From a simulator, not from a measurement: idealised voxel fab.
Process module heading - voxel wiring stack
Shown is cross-section cut, with a width of 275 nm and square cells of size 5 nm.
For the purposes of this document, a cross-section shall be understood as a grid of square cells, specified as bands listed in top-to-bottom order, each band consisting of one or more rows of cells.
Heights first: top, then bottom, in nm. Then materials, left to right, each with a width in nm. "full width" on a single material: fills the band edge to edge. "empty": empty space.
Heights are expressed relative to 0, this being the level below which the as-received wafer comprises one material exclusively. The lowest band is unbounded in the downward direction and is denoted as in "top 0, no bottom".
Read "30 to 40" as a graded width: first number on top, second number at the bottom, same change between each pair of neighbouring rows.
The designation "no change", where it is given for a processing step, indicates that no cell of the cross-section was altered in the course of that step.
Empty spaces counting at least 8 cells and having no open way to the top are listed in "closed voids". The notation width x height at distance is used for each, the distance being from the left edge and all three values in nm.
On each step's line, the part that comes after the settings is the simulator's own comment on the step.
The line of a step may include "overlay nm". On a step with a mask, this value is how far to the right of its planned place the mask lay. A negative value means the mask lay to the left.

### The planned process steps are enumerated hereunder
1 RECEIVE [material Si]
2 CONFORMAL_DEP [material SiO2] [thk nm 15]
3 DIRECTIONAL_DEP [material TiN] [thk nm 5]
4 DIRECTIONAL_DEP [material Ru] [thk nm 25]
5 DIRECTIONAL_DEP [material aC] [thk nm 15]
6 PATTERN [tone cover] [mask id METAL_1] [material resist] [width nm 20] [pitch nm 40] [thk nm 30] [overlay nm 0]
7 DIRECTIONAL_ETCH [etch materials aC] [depth nm 15]
8 STRIP [etch materials resist]
9 DIRECTIONAL_ETCH [etch materials Ru] [depth nm 25]
10 DIRECTIONAL_ETCH [etch materials TiN] [depth nm 5]
11 STRIP [etch materials aC]
12 FILL_DEP [material SiO2] [thk nm 5]
13 CMP [height nm 45]
14 CONFORMAL_DEP [material SiCN] [thk nm 5]
15 DIRECTIONAL_DEP [material lowk] [thk nm 30]
16 PATTERN [tone open] [mask id METAL_2_HOLES] [material resist] [width nm 15] [pitch nm 80] [thk nm 15] [overlay nm 0]
17 DIRECTIONAL_ETCH [etch materials lowk] [depth nm 30]
18 STRIP [etch materials resist]
19 PATTERN [tone open] [mask id METAL_2] [material resist] [width nm 20] [pitch nm 40] [thk nm 15] [overlay nm 0]
20 DIRECTIONAL_ETCH [etch materials lowk] [depth nm 20]
21 DIRECTIONAL_ETCH [etch materials SiCN] [depth nm 5]
22 STRIP [etch materials resist]
23 CONFORMAL_DEP [material TiN] [thk nm 5]
24 FILL_DEP [material Ru] [thk nm 5]
25 CMP [height nm 80]
26 CONFORMAL_DEP [material SiCN] [thk nm 5]
27 DIRECTIONAL_DEP [material SiO2] [thk nm 35]
28 DIRECTIONAL_DEP [material aC] [thk nm 10]
29 PATTERN [tone open] [mask id METAL_3] [material resist] [width nm 20] [pitch nm 40] [thk nm 30] [overlay nm 0]
30 DIRECTIONAL_ETCH [etch materials aC] [depth nm 10]
31 STRIP [etch materials resist]
32 DIRECTIONAL_ETCH [etch materials SiO2] [depth nm 20]
33 STRIP [etch materials aC]
34 MASKED_ETCH [tone open] [mask id METAL_3_HOLES] [width nm 15] [pitch nm 80] [etch materials SiO2] [depth nm 15] [overlay nm 0]
35 MASKED_ETCH [tone open] [mask id METAL_3_HOLES] [width nm 15] [pitch nm 80] [etch materials SiCN] [depth nm 5] [overlay nm 0]
36 CONFORMAL_DEP [material TiN] [thk nm 5]
37 FILL_DEP [material Cu] [thk nm 10]
38 CMP [height nm 120]
39 CONFORMAL_DEP [material SiN] [thk nm 5]

### Cross-section, incoming material, after step 1
	top 0, no bottom | Si full width
	closed voids: none

### first wafer at the end, as planned
	top 125, bottom 120 | SiN full width
	top 120, bottom 105 | 65 SiO2 | 5 TiN | 10 Cu | 5 TiN | 20 SiO2 | 5 TiN | 10 Cu | 5 TiN | 20 SiO2 | 5 TiN | 10 Cu | 5 TiN | 20 SiO2 | 5 TiN | 10 Cu | 5 TiN | 70 SiO2
	top 105, bottom 100 | 65 SiO2 | 5 TiN | 5 Cu | 10 TiN | 20 SiO2 | 20 TiN | 20 SiO2 | 5 TiN | 5 Cu | 10 TiN | 20 SiO2 | 20 TiN | 70 SiO2
	top 100, bottom 85 | 65 SiO2 | 5 TiN | 5 Cu | 5 TiN | 65 SiO2 | 5 TiN | 5 Cu | 5 TiN | 115 SiO2
	top 85, bottom 80 | 65 SiCN | 15 TiN | 65 SiCN | 15 TiN | 115 SiCN
	top 80, bottom 65 | 65 lowk | 5 TiN | 10 Ru | 5 TiN | 20 lowk | 5 TiN | 10 Ru | 5 TiN | 20 lowk | 5 TiN | 10 Ru | 5 TiN | 20 lowk | 5 TiN | 10 Ru | 5 TiN | 70 lowk
	top 65, bottom 60 | 65 lowk | 5 TiN | 5 Ru | 10 TiN | 20 lowk | 20 TiN | 20 lowk | 5 TiN | 5 Ru | 10 TiN | 20 lowk | 20 TiN | 70 lowk
	top 60, bottom 50 | 65 lowk | 5 TiN | 5 Ru | 5 TiN | 65 lowk | 5 TiN | 5 Ru | 5 TiN | 115 lowk
	top 50, bottom 45 | 65 SiCN | 15 TiN | 65 SiCN | 15 TiN | 115 SiCN
	top 45, bottom 20 | 65 SiO2 | 20 Ru | 20 SiO2 | 20 Ru | 20 SiO2 | 20 Ru | 20 SiO2 | 20 Ru | 70 SiO2
	top 20, bottom 15 | 65 SiO2 | 20 TiN | 20 SiO2 | 20 TiN | 20 SiO2 | 20 TiN | 20 SiO2 | 20 TiN | 70 SiO2
	top 15, bottom 0 | SiO2 full width
	top 0, no bottom | Si full width
	closed voids: none

### Second wafer of the two, sectioned at the end of the module. It began like the first and followed the same plan, but one mistake was made while running it
	top 125, bottom 120 | SiN full width
	top 120, bottom 105 | 65 SiO2 | 5 TiN | 10 Cu | 5 TiN | 20 SiO2 | 5 TiN | 10 Cu | 5 TiN | 20 SiO2 | 5 TiN | 10 Cu | 5 TiN | 20 SiO2 | 5 TiN | 10 Cu | 5 TiN | 70 SiO2
	top 105, bottom 100 | 65 SiO2 | 5 TiN | 5 Cu | 10 TiN | 20 SiO2 | 20 TiN | 20 SiO2 | 5 TiN | 5 Cu | 10 TiN | 20 SiO2 | 20 TiN | 70 SiO2
	top 100, bottom 85 | 65 SiO2 | 5 TiN | 5 Cu | 5 TiN | 65 SiO2 | 5 TiN | 5 Cu | 5 TiN | 115 SiO2
	top 85, bottom 80 | 65 SiCN | 15 TiN | 65 SiCN | 15 TiN | 115 SiCN
	top 80, bottom 65 | 65 lowk | 5 TiN | 10 Ru | 5 TiN | 20 lowk | 5 TiN | 10 Ru | 5 TiN | 20 lowk | 5 TiN | 10 Ru | 5 TiN | 20 lowk | 5 TiN | 10 Ru | 5 TiN | 70 lowk
	top 65, bottom 60 | 65 lowk | 5 TiN | 5 Ru | 10 TiN | 20 lowk | 20 TiN | 20 lowk | 5 TiN | 5 Ru | 10 TiN | 20 lowk | 20 TiN | 70 lowk
	top 60, bottom 50 | 65 lowk | 5 TiN | 5 Ru | 5 TiN | 65 lowk | 5 TiN | 5 Ru | 5 TiN | 115 lowk
	top 50, bottom 45 | 65 SiCN | 15 TiN | 65 SiCN | 15 TiN | 115 SiCN
	top 45, bottom 20 | 65 Cu | 20 Ru | 20 Cu | 20 Ru | 20 Cu | 20 Ru | 20 Cu | 20 Ru | 70 Cu
	top 20, bottom 15 | 65 Cu | 20 TiN | 20 Cu | 20 TiN | 20 Cu | 20 TiN | 20 Cu | 20 TiN | 70 Cu
	top 15, bottom 0 | SiO2 full width
	top 0, no bottom | Si full width
	closed voids: none
The plan and the run diverged here: step 12 was processed under conditions differing from the plan, specifically as FILL_DEP [material Cu] [thk nm 5]
At the finish, the second wafer shows more or fewer cells for some materials than the first does: Cu: 234 more | SiO2: 234 fewer
